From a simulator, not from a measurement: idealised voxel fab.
process module | voxel fin reveal
cross-section cut | 180 nm wide | cells 5 nm
A cross-section is a grid of square cells, given in bands from the top down. A band is one or more rows of cells.
Each band's line starts with the height of the band's top and of its bottom, in nm. Then come its materials from left to right, each with its width in nm. One material with "throughout" fills the band from edge to edge. "air" is empty space.
Height 0 is the level under which the wafer as received is all one material. The lowest band goes on downwards, as in "0 down".
A width such as "30 to 40" changes by the same amount from each row of cells to the next, from the band's top row to its bottom row.
"no change" after a step means that no cell of the cross-section changed.
closed voids: empty space of 8 cells or more with no open way to the top, each as width x height at its distance from the left edge, in nm
after a step's settings: what the simulator itself notes on the step
overlay nm, on a step with a mask: how far to the right of its planned place the mask lay; to the left if negative
plan
1 op RECEIVE | material Si
2 op CONFORMAL_DEP | material SiN | thk nm 10
3 op DIRECTIONAL_DEP | material aC | thk nm 10
4 op PATTERN | tone cover | mask id FINS | material resist | width nm 15 | pitch nm 45 | thk nm 25 | overlay nm 0
5 op DIRECTIONAL_ETCH | etch materials aC | depth nm 10
6 op STRIP | etch materials resist
7 op DIRECTIONAL_ETCH | etch materials SiN | depth nm 10
8 op DIRECTIONAL_ETCH | etch materials Si | depth nm 30
9 op STRIP | etch materials aC
10 op FILL_DEP | material SiO2 | thk nm 10
11 op CMP | height nm 10
12 op SELECTIVE_ETCH | etch materials SiO2 | depth nm 30
13 op STRIP | etch materials SiN
14 op CONFORMAL_DEP | material HfO2 | thk nm 5
as received, after step 1
  0 down: Si throughout
  closed voids: none
a wafer at the end: this start, this plan, one mistake
  5 to 0: air 65 | HfO2 25 | air 20 | HfO2 25 | air 45
  0 to -15: air 65 | HfO2 5 | Si 15 | HfO2 5 | air 20 | HfO2 5 | Si 15 | HfO2 5 | air 45
  -15 to -20: HfO2 70 | Si 15 | HfO2 30 | Si 15 | HfO2 50
  -20 to -30: SiO2 70 | Si 15 | SiO2 30 | Si 15 | SiO2 50
  -30 down: Si throughout
  closed voids: none
what went wrong: step 4 ran as: op PATTERN | tone cover | mask id FINS | material resist | width nm 15 | pitch nm 45 | thk nm 25 | overlay nm 10
